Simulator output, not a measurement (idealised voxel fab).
Herein follows the process module entitled voxel spacer lines.
We display cut, a cross-section 270 nm in width whose square cells are each 5 nm.
Format of a cross-section: grid, square cells. Given as bands. Order: top down. Band: one or more rows of cells.
For a band, the entry starts with two heights in nm, that of the top and then that of the bottom, and carries on with the band's materials in order from left to right, each alongside its width in nm; the word "full width" beside a single material means it fills the band edge to edge, and "blank" means empty space.
Heights are measured from 0, the level below which the as-received wafer is all one material; the lowest band has no bottom and continues downward, written as in "from 0 down".
Per-row width for "30 to 40": begins at first number (top row of band), ends at second number (bottom row), increment between rows held constant.
"nothing got changed" means the step left every cell of the cross-section as it was.
Closed empty spaces (no open way to the top) of 8 cells or more are what "Enclosed void inventory" lists, each as width x height at distance from the left edge, nm for all three.
Post-settings text on a step line: simulator's own remark regarding the step.
overlay nm: right-of-plan distance of the mask on a masked step; negative values mean left-of-plan.

-- The following list gives the planned process steps
1 RECEIVE, material Si
2 CONFORMAL_DEP, material SiO2, thk nm 10
3 DIRECTIONAL_DEP, material W, thk nm 15
4 DIRECTIONAL_DEP, material polySi, thk nm 30
5 PATTERN, tone cover, mask id MANDREL, material resist, width nm 25, pitch nm 80, thk nm 40, overlay nm 0
6 DIRECTIONAL_ETCH, etch materials polySi, depth nm 30
7 STRIP, etch materials resist
8 CONFORMAL_DEP, material SiN, thk nm 15
9 DIRECTIONAL_ETCH, etch materials SiN, depth nm 5
10 STRIP, etch materials polySi
11 DIRECTIONAL_ETCH, etch materials W, depth nm 15
12 STRIP, etch materials SiN
13 FILL_DEP, material SiO2, thk nm 10
14 CMP, height nm 25
For this document, wafers share an identical start and vary in the step 9 depth nm; the plan quotes the first wafer's value.

-- As received, i.e. after step 1: cross-section through the first of several wafers
- from 0 down | Si full width
- Enclosed void inventory: none

-- Take any row and you have a wafer at the end of the module: how many cells of each material it has gained (+) or lost (-) since it was received, and then its closed voids
depth nm 5; +108 SiO2; +162 W; Enclosed void inventory: none
depth nm 10; +108 SiO2; +162 W; Enclosed void inventory: none
depth nm 15; +234 SiO2; +36 W; Enclosed void inventory: none
depth nm 20; +234 SiO2; +36 W; Enclosed void inventory: none
depth nm 25; +234 SiO2; +36 W; Enclosed void inventory: none
depth nm 30; +234 SiO2; +36 W; Enclosed void inventory: none
